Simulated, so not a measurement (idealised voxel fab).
voxel lift off: a process module
FYI the section here is cut, 295 nm wide, cells are 5 nm squares.
Cross-section format: a grid of square cells, given as bands from top to bottom; each band is one or more rows of cells.
Per band: top height and bottom height in nm, followed by the left-to-right materials and their widths in nm; "all across" marks a single material spanning edge to edge, "blank" marks empty space.
Heights from 0 (as-received wafer is one material below). Bottom band endless downward, as "0 and below".
You'd read "30->40" like this: the band's top row of cells is as wide as the first number, its bottom row is as wide as the second, and going down, every row changes width by the same amount as the row before did.
A step reported as "everything unchanged" is a step in which no cell of the cross-section changed.
Enclosed voids (no open way to top), threshold 8 cells or more, entry "Sealed void list", notation width x height at distance, distance from left edge, nm.
Read whatever lies past the settings on a step's line as the simulator's own remark about the step.
overlay nm, on a step with a mask: how far to the right of its planned place the mask lay; to the left if negative
## Steps in the process plan
step 1: RECEIVE,material Si
step 2: CONFORMAL_DEP,material SiO2,thk nm 15
step 3: PATTERN,tone open,mask id LINES,material resist,width nm 20,pitch nm 40,thk nm 15,overlay nm 0
step 4: DIRECTIONAL_DEP,material Ru,thk nm 5
step 5: STRIP,etch materials resist
step 6: CONFORMAL_DEP,material SiCN,thk nm 5
## The cross-section here shows the wafer as received, i.e. in its state after step 1
- 0 and below  Si all across
- Sealed void list: none
## Here's the cross-section of the first of our two wafers at the end of the module - it ran as planned
- 25 down to 20  110 of blank / 30 of SiCN / 10 of blank / 30 of SiCN / 115 of blank
- 20 down to 15  115 of SiCN / 20 of Ru / 20 of SiCN / 20 of Ru / 120 of SiCN
- 15 down to 0  SiO2 all across
- 0 and below  Si all across
- Sealed void list: none
## Wafer two, end of module, cross-section. Same start, same plan as wafer one. One mistake in the run
- 25 down to 20  110 of blank / 35 of SiCN / 5 of blank / 35 of SiCN / 110 of blank
- 20 down to 15  115 of SiCN / 25 of Ru / 15 of SiCN / 25 of Ru / 115 of SiCN
- 15 down to 0  SiO2 all across
- 0 and below  Si all across
- Sealed void list: none
What went wrong in running the wafer? for step 3, the planned setting was not used; the step was instead run as PATTERN,tone open,mask id LINES,material resist,width nm 25,pitch nm 40,thk nm 15,overlay nm 0
The final cell counts differ between the wafers, with the second having more or fewer of some materials than the first: Ru +2
